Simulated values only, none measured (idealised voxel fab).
process module | voxel self aligned vias
cross-section cut | 280 nm wide | cells 5 nm
A cross-section is a grid of square cells, given in bands from the top down. A band is one or more rows of cells.
Each band's line starts with the height of the band's top and of its bottom, in nm. Then come its materials from left to right, each with its width in nm. One material with "throughout" fills the band from edge to edge. "air" is empty space.
Height 0 is the level under which the wafer as received is all one material. The lowest band goes on downwards, as in "0 down".
A width such as "30 to 40" changes by the same amount from each row of cells to the next, from the band's top row to its bottom row.
"no change" after a step means that no cell of the cross-section changed.
closed voids: empty space of 8 cells or more with no open way to the top, each as width x height at its distance from the left edge, in nm
after a step's settings: what the simulator itself notes on the step
overlay nm, on a step with a mask: how far to the right of its planned place the mask lay; to the left if negative
plan
1 op RECEIVE | material Si
2 op CONFORMAL_DEP | material SiO2 | thk nm 15
3 op CONFORMAL_DEP | material SiCN | thk nm 5
4 op DIRECTIONAL_DEP | material SiO2 | thk nm 30
5 op PATTERN | tone open | mask id LINES | material resist | width nm 30 | pitch nm 70 | thk nm 20 | overlay nm 0
6 op DIRECTIONAL_ETCH | etch materials SiO2 | depth nm 30
7 op STRIP | etch materials resist
8 op CONFORMAL_DEP | material TiN | thk nm 5
9 op FILL_DEP | material Ru | thk nm 5
10 op CMP | height nm 50
11 op SELECTIVE_ETCH | etch materials W Ru TiN | depth nm 10
12 op FILL_DEP | material SiN | thk nm 5
13 op CMP | height nm 50
14 op DIRECTIONAL_DEP | material SiO2 | thk nm 15
15 op MASKED_ETCH | tone open | mask id VIAS | width nm 50 | pitch nm 70 | etch materials SiO2 | depth nm 15 | overlay nm 0
16 op MASKED_ETCH | tone open | mask id VIAS | width nm 50 | pitch nm 70 | etch materials SiN | depth nm 10 | overlay nm 0
17 op CONFORMAL_DEP | material TiN | thk nm 5
18 op FILL_DEP | material Ru | thk nm 5
19 op CMP | height nm 65
20 op CONFORMAL_DEP | material SiN | thk nm 5
as received, after step 1
  0 down: Si throughout
  closed voids: none
first wafer at the end, as planned
  70 to 65: SiN throughout
  65 to 55: SiO2 45 | TiN 5 | Ru 40 | TiN 5 | SiO2 20 | TiN 5 | Ru 40 | TiN 5 | SiO2 20 | TiN 5 | Ru 40 | TiN 5 | SiO2 45
  55 to 45: SiO2 45 to 55 | TiN 15 to 5 | Ru 20 | TiN 15 to 5 | SiO2 20 to 40 | TiN 15 to 5 | Ru 20 | TiN 15 to 5 | SiO2 20 to 40 | TiN 15 to 5 | Ru 20 | TiN 15 to 5 | SiO2 45 to 55
  45 to 40: SiO2 55 | TiN 30 | SiO2 40 | TiN 30 | SiO2 40 | TiN 30 | SiO2 55
  40 to 25: SiO2 55 | TiN 5 | Ru 20 | TiN 5 | SiO2 40 | TiN 5 | Ru 20 | TiN 5 | SiO2 40 | TiN 5 | Ru 20 | TiN 5 | SiO2 55
  25 to 20: SiO2 55 | TiN 30 | SiO2 40 | TiN 30 | SiO2 40 | TiN 30 | SiO2 55
  20 to 15: SiCN throughout
  15 to 0: SiO2 throughout
  0 down: Si throughout
  closed voids: none
second wafer at the end: like start, like plan, one mistake
  70 to 65: SiN throughout
  65 to 55: SiO2 45 | TiN 5 | Ru 40 | TiN 5 | SiO2 20 | TiN 5 | Ru 40 | TiN 5 | SiO2 20 | TiN 5 | Ru 40 | TiN 5 | SiO2 45
  55 to 45: SiO2 45 to 55 | TiN 15 to 5 | Ru 20 | TiN 15 to 5 | SiO2 20 to 40 | TiN 15 to 5 | Ru 20 | TiN 15 to 5 | SiO2 20 to 40 | TiN 15 to 5 | Ru 20 | TiN 15 to 5 | SiO2 45 to 55
  45 to 35: SiO2 55 | TiN 30 | SiO2 40 | TiN 30 | SiO2 40 | TiN 30 | SiO2 55
  35 to 30: SiCN throughout
  30 to 0: SiO2 throughout
  0 down: Si throughout
  closed voids: none
what went wrong: step 2 was run twice
at the end the second wafer has, in cells: 36 fewer of Ru | 54 more of SiO2 | 18 fewer of TiN
